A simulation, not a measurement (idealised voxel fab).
process module | voxel wiring stack
Cross-sectional view cut (width: 280 nm; square cell size: 5 nm).
How to read a cross-section here: the picture is a grid of square cells, written as bands going from the top down, and any band can span one or more rows of cells. Each band's line starts with the height of the band's top and of its bottom, in nm. Then come its materials from left to right, each with its width in nm. One material with "throughout" fills the band from edge to edge. "blank" is empty space. Heights are measured from 0, the level below which the as-received wafer is all one material; the lowest band has no bottom and continues downward, written as in "from 0 down". Width "30 to 40": first value at the band's top row of cells, second value at its bottom row, equal change from row to row. When a step is marked "nothing changed", none of the cells in the cross-section changed during that step. You'll see "Enclosed internal voids" listing empty spaces that have no way open to the top, as long as they're 8 cells or more; the notation is width x height at distance, where the distance is from the left edge, and all of it is in nm. Heads up: the bit after the settings on a step's line is the simulator's remark on that step. Each step line may optionally specify "overlay nm", which for a step with a mask gives the rightward distance between the mask's planned place and where it lay, a negative value indicating the leftward direction.

List of planned process steps
1: RECEIVE,material Si
2: CONFORMAL_DEP,material SiO2,thk nm 10
3: CONFORMAL_DEP,material SiN,thk nm 5
4: DIRECTIONAL_DEP,material lowk,thk nm 25
5: PATTERN,tone open,mask id METAL_1,material resist,width nm 25,pitch nm 40,thk nm 20,overlay nm 0
6: DIRECTIONAL_ETCH,etch materials lowk,depth nm 25
7: DIRECTIONAL_ETCH,etch materials SiN,depth nm 5
8: STRIP,etch materials resist
9: CONFORMAL_DEP,material TiN,thk nm 5
10: FILL_DEP,material W,thk nm 5
11: CMP,height nm 40
12: CONFORMAL_DEP,material SiCN,thk nm 5
13: DIRECTIONAL_DEP,material SiO2,thk nm 30
14: PATTERN,tone open,mask id METAL_2_HOLES,material resist,width nm 15,pitch nm 40,thk nm 20,overlay nm 0
15: DIRECTIONAL_ETCH,etch materials SiO2,depth nm 30
16: STRIP,etch materials resist
17: DIRECTIONAL_DEP,material aC,thk nm 15
18: PATTERN,tone open,mask id METAL_2,material resist,width nm 25,pitch nm 40,thk nm 30,overlay nm 0
19: DIRECTIONAL_ETCH,etch materials aC,depth nm 15
20: STRIP,etch materials resist
21: DIRECTIONAL_ETCH,etch materials SiO2,depth nm 15
22: DIRECTIONAL_ETCH,etch materials SiCN,depth nm 5
23: STRIP,etch materials aC
24: CONFORMAL_DEP,material TiN,thk nm 5
25: FILL_DEP,material Cu,thk nm 10
26: CMP,height nm 75
27: CONFORMAL_DEP,material SiCN,thk nm 5
28: DIRECTIONAL_DEP,material lowk,thk nm 25
29: PATTERN,tone open,mask id METAL_3_HOLES,material resist,width nm 15,pitch nm 40,thk nm 20,overlay nm 0
30: DIRECTIONAL_ETCH,etch materials lowk,depth nm 25
31: STRIP,etch materials resist
32: DIRECTIONAL_DEP,material aC,thk nm 10
33: PATTERN,tone open,mask id METAL_3,material resist,width nm 25,pitch nm 40,thk nm 30,overlay nm 0
34: DIRECTIONAL_ETCH,etch materials aC,depth nm 10
35: STRIP,etch materials resist
36: DIRECTIONAL_ETCH,etch materials lowk,depth nm 15
37: DIRECTIONAL_ETCH,etch materials SiCN,depth nm 5
38: STRIP,etch materials aC
39: CONFORMAL_DEP,material TiN,thk nm 5
40: FILL_DEP,material Cu,thk nm 10
41: CMP,height nm 105
42: CONFORMAL_DEP,material SiCN,thk nm 5

Cross-sectional view of the wafer in its as-received condition, corresponding to the state after step 1
- from 0 down | Si throughout
- Enclosed internal voids: none

First wafer of two, sectioned at end of module; run went per plan
- from 110 to 105 | SiCN throughout
- from 105 to 95 | lowk 65, TiN 5, Cu 15, TiN 5, lowk 15, TiN 5, Cu 15, TiN 5, lowk 15, TiN 5, Cu 15, TiN 5, lowk 15, TiN 5, Cu 15, TiN 5, lowk 70
- from 95 to 90 | lowk 65, TiN 5, Cu 5, TiN 15, lowk 15, TiN 5, Cu 5, TiN 15, lowk 15, TiN 5, Cu 5, TiN 15, lowk 15, TiN 5, Cu 5, TiN 15, lowk 70
- from 90 to 80 | lowk 65, TiN 5, Cu 5, TiN 5, lowk 25, TiN 5, Cu 5, TiN 5, lowk 25, TiN 5, Cu 5, TiN 5, lowk 25, TiN 5, Cu 5, TiN 5, lowk 80
- from 80 to 75 | SiCN 65, TiN 15, SiCN 25, TiN 15, SiCN 25, TiN 15, SiCN 25, TiN 15, SiCN 80
- from 75 to 65 | SiO2 65, TiN 5, Cu 15, TiN 5, SiO2 15, TiN 5, Cu 15, TiN 5, SiO2 15, TiN 5, Cu 15, TiN 5, SiO2 15, TiN 5, Cu 15, TiN 5, SiO2 70
- from 65 to 60 | SiO2 65, TiN 5, Cu 5, TiN 15, SiO2 15, TiN 5, Cu 5, TiN 15, SiO2 15, TiN 5, Cu 5, TiN 15, SiO2 15, TiN 5, Cu 5, TiN 15, SiO2 70
- from 60 to 45 | SiO2 65, TiN 5, Cu 5, TiN 5, SiO2 25, TiN 5, Cu 5, TiN 5, SiO2 25, TiN 5, Cu 5, TiN 5, SiO2 25, TiN 5, Cu 5, TiN 5, SiO2 80
- from 45 to 40 | SiCN 65, TiN 15, SiCN 25, TiN 15, SiCN 25, TiN 15, SiCN 25, TiN 15, SiCN 80
- from 40 to 15 | lowk 65, TiN 5, W 15, TiN 5, lowk 15, TiN 5, W 15, TiN 5, lowk 15, TiN 5, W 15, TiN 5, lowk 15, TiN 5, W 15, TiN 5, lowk 70
- from 15 to 10 | SiN 65, TiN 25, SiN 15, TiN 25, SiN 15, TiN 25, SiN 15, TiN 25, SiN 70
- from 10 to 0 | SiO2 throughout
- from 0 down | Si throughout
- Enclosed internal voids: none

What the second wafer looks like in cross-section once the module is done. Its start and its plan matched the first wafer's exactly; what differed was one mistake in how it was run
- from 110 to 105 | SiCN throughout
- from 105 to 95 | lowk 65, SiCN 5, Cu 15, SiCN 5, lowk 15, SiCN 5, Cu 15, SiCN 5, lowk 15, SiCN 5, Cu 15, SiCN 5, lowk 15, SiCN 5, Cu 15, SiCN 5, lowk 70
- from 95 to 90 | lowk 65, SiCN 5, Cu 5, SiCN 15, lowk 15, SiCN 5, Cu 5, SiCN 15, lowk 15, SiCN 5, Cu 5, SiCN 15, lowk 15, SiCN 5, Cu 5, SiCN 15, lowk 70
- from 90 to 80 | lowk 65, SiCN 5, Cu 5, SiCN 5, lowk 25, SiCN 5, Cu 5, SiCN 5, lowk 25, SiCN 5, Cu 5, SiCN 5, lowk 25, SiCN 5, Cu 5, SiCN 5, lowk 80
- from 80 to 75 | SiCN throughout
- from 75 to 65 | SiO2 65, TiN 5, Cu 15, TiN 5, SiO2 15, TiN 5, Cu 15, TiN 5, SiO2 15, TiN 5, Cu 15, TiN 5, SiO2 15, TiN 5, Cu 15, TiN 5, SiO2 70
- from 65 to 60 | SiO2 65, TiN 5, Cu 5, TiN 15, SiO2 15, TiN 5, Cu 5, TiN 15, SiO2 15, TiN 5, Cu 5, TiN 15, SiO2 15, TiN 5, Cu 5, TiN 15, SiO2 70
- from 60 to 45 | SiO2 65, TiN 5, Cu 5, TiN 5, SiO2 25, TiN 5, Cu 5, TiN 5, SiO2 25, TiN 5, Cu 5, TiN 5, SiO2 25, TiN 5, Cu 5, TiN 5, SiO2 80
- from 45 to 40 | SiCN 65, TiN 15, SiCN 25, TiN 15, SiCN 25, TiN 15, SiCN 25, TiN 15, SiCN 80
- from 40 to 15 | lowk 65, TiN 5, W 15, TiN 5, lowk 15, TiN 5, W 15, TiN 5, lowk 15, TiN 5, W 15, TiN 5, lowk 15, TiN 5, W 15, TiN 5, lowk 70
- from 15 to 10 | SiN 65, TiN 25, SiN 15, TiN 25, SiN 15, TiN 25, SiN 15, TiN 25, SiN 70
- from 10 to 0 | SiO2 throughout
- from 0 down | Si throughout
- Enclosed internal voids: none
Processing error: contrary to plan, step 39 was performed as CONFORMAL_DEP,material SiCN,thk nm 5
Final difference in cells, second wafer against first, listed per material as more or fewer: 60 more of SiCN, 60 fewer of TiN
